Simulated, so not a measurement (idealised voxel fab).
The process module that follows is named voxel capacitor over wiring.
The width of the displayed cross-section, cut, is 230 nm; its cells are square, with a size of 5 nm.
A cross-section is a grid of square cells, given in bands from the top down. A band is one or more rows of cells.
What a band's entry tells you: where the top is and where the bottom is, as heights in nm, and after that what lies inside, material by material from left to right, each with its width in nm. Empty space is written as the word "empty", and a single material marked with the word "full width" occupies the band from edge to edge.
The level at which height equals 0 is the one under which the wafer, as it arrives, is entirely one material. No lower edge exists for the bottom band, which continues downward and is notated as in "z 0 and below".
Note: "30..40" means the width goes from the first number (top row of the band) to the second number (bottom row) in equal steps per row of cells.
"all unchanged", as given for a step, is the statement that not any cell of the cross-section underwent a change during that step.
This entry, "Sealed voids", enumerates those empty regions of no fewer than 8 cells that possess no open connection to the top. Each region is reported in the form width x height at distance, the distance being taken from the left edge, with all three quantities expressed in nm.
Formally, on a step line, whatever follows the settings is a remark that the simulator itself makes on the step.
Regarding "overlay nm": on a step with a mask, it is the distance the mask lay to the right of its planned place; a negative value places it to the left.

**This section lists the process steps that were planned**
1. RECEIVE,material Si
2. CONFORMAL_DEP,material SiO2,thk nm 15
3. CONFORMAL_DEP,material SiN,thk nm 5
4. DIRECTIONAL_DEP,material SiO2,thk nm 15
5. MASKED_ETCH,tone open,mask id METAL_1,width nm 20,pitch nm 90,etch materials SiO2,depth nm 15,overlay nm 0
6. MASKED_ETCH,tone open,mask id METAL_1,width nm 20,pitch nm 90,etch materials SiN,depth nm 5,overlay nm 0
7. CONFORMAL_DEP,material TiN,thk nm 5
8. FILL_DEP,material Cu,thk nm 5
9. CMP,height nm 35
10. CONFORMAL_DEP,material SiCN,thk nm 5
11. DIRECTIONAL_DEP,material SiO2,thk nm 15
12. MASKED_ETCH,tone open,mask id PLUG_1,width nm 15,etch materials SiO2,depth nm 15,overlay nm 0
13. MASKED_ETCH,tone open,mask id PLUG_1,width nm 15,etch materials SiCN,depth nm 5,overlay nm 0
14. CONFORMAL_DEP,material TiN,thk nm 5
15. FILL_DEP,material Ru,thk nm 5
16. CMP,height nm 55
17. DIRECTIONAL_DEP,material TiN,thk nm 10
18. DIRECTIONAL_DEP,material HfO2,thk nm 5
19. DIRECTIONAL_DEP,material TiN,thk nm 10
20. MASKED_ETCH,tone cover,mask id UPPER_PLATE,width nm 75,etch materials TiN,depth nm 10,overlay nm 0
21. MASKED_ETCH,tone cover,mask id UPPER_PLATE,width nm 75,etch materials HfO2,depth nm 5,overlay nm 0
22. MASKED_ETCH,tone cover,mask id LOWER_PLATE,width nm 85,etch materials TiN,depth nm 10,overlay nm 0
23. FILL_DEP,material SiO2,thk nm 20
24. CMP,height nm 95
25. PATTERN,tone open,mask id PLUG_2,material resist,width nm 15,thk nm 15,overlay nm 0
26. DIRECTIONAL_ETCH,etch materials SiO2,depth nm 15
27. STRIP,etch materials resist
28. CONFORMAL_DEP,material TiN,thk nm 5
29. FILL_DEP,material W,thk nm 5
30. CMP,height nm 95
31. CONFORMAL_DEP,material SiN,thk nm 5

**The first of two wafers, run as planned**

**Delivered wafer in cross-section: state after step 1**
> z 0 and below | Si full width
> Sealed voids: none

**Sectional view: wafer, after step 2**
> z 15 to 0 | SiO2 full width
> Everything under 0 stays put, no change at all.

**Sectional view: wafer, after step 3**
> z 20 to 15 | SiN full width
> Everything under 15 stays put, no change at all.

**Sectional view: wafer, after step 4**
> z 35 to 20 | SiO2 full width
> Everything under 20 stays put, no change at all.

**Sectional view: wafer, after step 5**
> z 35 to 20 | SiO2 (60)  empty (20)  SiO2 (70)  empty (20)  SiO2 (60)
> Everything under 20 stays put, no change at all.

**Sectional view: wafer, after step 6**
> z 35 to 20 | SiO2 (60)  empty (20)  SiO2 (70)  empty (20)  SiO2 (60)
> z 20 to 15 | SiN (60)  empty (20)  SiN (70)  empty (20)  SiN (60)
> Everything under 15 stays put, no change at all.

**Sectional view: wafer, after step 7**
> z 40 to 35 | TiN (65)  empty (10)  TiN (80)  empty (10)  TiN (65)
> z 35 to 20 | SiO2 (60)  TiN (5)  empty (10)  TiN (5)  SiO2 (70)  TiN (5)  empty (10)  TiN (5)  SiO2 (60)
> z 20 to 15 | SiN (60)  TiN (20)  SiN (70)  TiN (20)  SiN (60)
> Everything under 15 stays put, no change at all.

**Sectional view: wafer, after step 8**
> z 45 to 40 | Cu full width
> z 40 to 35 | TiN (65)  Cu (10)  TiN (80)  Cu (10)  TiN (65)
> z 35 to 20 | SiO2 (60)  TiN (5)  Cu (10)  TiN (5)  SiO2 (70)  TiN (5)  Cu (10)  TiN (5)  SiO2 (60)
> Everything under 20 stays put, no change at all.

**Sectional view: wafer, after step 9**
> z 35 to 20 | SiO2 (60)  TiN (5)  Cu (10)  TiN (5)  SiO2 (70)  TiN (5)  Cu (10)  TiN (5)  SiO2 (60)
> Everything under 20 stays put, no change at all.

**Sectional view: wafer, after step 10**
> z 40 to 35 | SiCN full width
> Everything under 35 stays put, no change at all.

**Sectional view: wafer, after step 11**
> z 55 to 40 | SiO2 full width
> Everything under 40 stays put, no change at all.

**Sectional view: wafer, after step 12**
> z 55 to 40 | SiO2 (65)  empty (15)  SiO2 (150)
> Everything under 40 stays put, no change at all.

**Sectional view: wafer, after step 13**
> z 55 to 40 | SiO2 (65)  empty (15)  SiO2 (150)
> z 40 to 35 | SiCN (65)  empty (15)  SiCN (150)
> Everything under 35 stays put, no change at all.

**Sectional view: wafer, after step 14**
> z 60 to 55 | TiN (70)  empty (5)  TiN (155)
> z 55 to 40 | SiO2 (65)  TiN (5)  empty (5)  TiN (5)  SiO2 (150)
> z 40 to 35 | SiCN (65)  TiN (15)  SiCN (150)
> Everything under 35 stays put, no change at all.

**Sectional view: wafer, after step 15**
> z 65 to 60 | Ru full width
> z 60 to 55 | TiN (70)  Ru (5)  TiN (155)
> z 55 to 40 | SiO2 (65)  TiN (5)  Ru (5)  TiN (5)  SiO2 (150)
> Everything under 40 stays put, no change at all.

**Sectional view: wafer, after step 16**
> z 55 to 40 | SiO2 (65)  TiN (5)  Ru (5)  TiN (5)  SiO2 (150)
> Everything under 40 stays put, no change at all.

**Sectional view: wafer, after step 17**
> z 65 to 55 | TiN full width
> Everything under 55 stays put, no change at all.

**Sectional view: wafer, after step 18**
> z 70 to 65 | HfO2 full width
> Everything under 65 stays put, no change at all.

**Sectional view: wafer, after step 19**
> z 80 to 70 | TiN full width
> Everything under 70 stays put, no change at all.

**Sectional view: wafer, after step 20**
> z 80 to 70 | empty (65)  TiN (75)  empty (90)
> Everything under 70 stays put, no change at all.

**Sectional view: wafer, after step 21**
> z 80 to 70 | empty (65)  TiN (75)  empty (90)
> z 70 to 65 | empty (65)  HfO2 (75)  empty (90)
> Everything under 65 stays put, no change at all.

**Sectional view: wafer, after step 22**
> z 80 to 70 | empty (65)  TiN (75)  empty (90)
> z 70 to 65 | empty (65)  HfO2 (75)  empty (90)
> z 65 to 55 | empty (60)  TiN (85)  empty (85)
> Everything under 55 stays put, no change at all.

**Sectional view: wafer, after step 23**
> z 100 to 80 | SiO2 full width
> z 80 to 70 | SiO2 (65)  TiN (75)  SiO2 (90)
> z 70 to 65 | SiO2 (65)  HfO2 (75)  SiO2 (90)
> z 65 to 55 | SiO2 (60)  TiN (85)  SiO2 (85)
> Everything under 55 stays put, no change at all.

**Sectional view: wafer, after step 24**
> z 95 to 80 | SiO2 full width
> Everything under 80 stays put, no change at all.

**Sectional view: wafer, after step 25**
> z 110 to 95 | resist (75)  empty (15)  resist (140)
> Everything under 95 stays put, no change at all.

**Sectional view: wafer, after step 26**
> z 110 to 95 | resist (75)  empty (15)  resist (140)
> z 95 to 80 | SiO2 (75)  empty (15)  SiO2 (140)
> Everything under 80 stays put, no change at all.

**Sectional view: wafer, after step 27**
> z 95 to 80 | SiO2 (75)  empty (15)  SiO2 (140)
> Everything under 80 stays put, no change at all.

**Sectional view: wafer, after step 28**
> z 100 to 95 | TiN (80)  empty (5)  TiN (145)
> z 95 to 85 | SiO2 (75)  TiN (5)  empty (5)  TiN (5)  SiO2 (140)
> z 85 to 80 | SiO2 (75)  TiN (15)  SiO2 (140)
> Everything under 80 stays put, no change at all.

**Sectional view: wafer, after step 29**
> z 105 to 100 | W full width
> z 100 to 95 | TiN (80)  W (5)  TiN (145)
> z 95 to 85 | SiO2 (75)  TiN (5)  W (5)  TiN (5)  SiO2 (140)
> Everything under 85 stays put, no change at all.

**Sectional view: wafer, after step 30**
> z 95 to 85 | SiO2 (75)  TiN (5)  W (5)  TiN (5)  SiO2 (140)
> Everything under 85 stays put, no change at all.

**Sectional view: wafer, after step 31**
> z 100 to 95 | SiN full width
> Everything under 95 stays put, no change at all.

**Second wafer - shared start and plan with the first - one error in running - same as the first up to step 21 inclusive**

**Planned end of step 22: second wafer, cross-section**
> z 80 to 70 | empty (65)  TiN (75)  empty (90)
> z 70 to 65 | empty (65)  HfO2 (75)  empty (90)
> z 65 to 55 | empty (65)  TiN (75)  empty (90)
> Everything under 55 stays put, no change at all.

**Planned end of step 23: second wafer, cross-section**
> z 100 to 80 | SiO2 full width
> z 80 to 70 | SiO2 (65)  TiN (75)  SiO2 (90)
> z 70 to 65 | SiO2 (65)  HfO2 (75)  SiO2 (90)
> z 65 to 55 | SiO2 (65)  TiN (75)  SiO2 (90)
> Everything under 55 stays put, no change at all.

**Planned end of step 24: second wafer, cross-section**
> z 95 to 80 | SiO2 full width
> Everything under 80 stays put, no change at all.

**Planned end of step 25: second wafer, cross-section**
> z 110 to 95 | resist (75)  empty (15)  resist (140)
> Everything under 95 stays put, no change at all.

**Planned end of step 26: second wafer, cross-section**
> z 110 to 95 | resist (75)  empty (15)  resist (140)
> z 95 to 80 | SiO2 (75)  empty (15)  SiO2 (140)
> Everything under 80 stays put, no change at all.

**Planned end of step 27: second wafer, cross-section**
> z 95 to 80 | SiO2 (75)  empty (15)  SiO2 (140)
> Everything under 80 stays put, no change at all.

**Planned end of step 28: second wafer, cross-section**
> z 100 to 95 | TiN (80)  empty (5)  TiN (145)
> z 95 to 85 | SiO2 (75)  TiN (5)  empty (5)  TiN (5)  SiO2 (140)
> z 85 to 80 | SiO2 (75)  TiN (15)  SiO2 (140)
> Everything under 80 stays put, no change at all.

**Planned end of step 29: second wafer, cross-section**
> z 105 to 100 | W full width
> z 100 to 95 | TiN (80)  W (5)  TiN (145)
> z 95 to 85 | SiO2 (75)  TiN (5)  W (5)  TiN (5)  SiO2 (140)
> Everything under 85 stays put, no change at all.

**Planned end of step 30: second wafer, cross-section**
> z 95 to 85 | SiO2 (75)  TiN (5)  W (5)  TiN (5)  SiO2 (140)
> Everything under 85 stays put, no change at all.

**Planned end of step 31: second wafer, cross-section**
> z 100 to 95 | SiN full width
> Everything under 95 stays put, no change at all.
Misprocessing identified: step 22 went in with a setting other than planned; the actual run was MASKED_ETCH,tone cover,mask id LOWER_PLATE,width nm 75,etch materials TiN,depth nm 10,overlay nm 0
Wrapping up, a cell-based count of both wafers puts the second over or under the first for these materials: 4 more of SiO2, 4 fewer of TiN
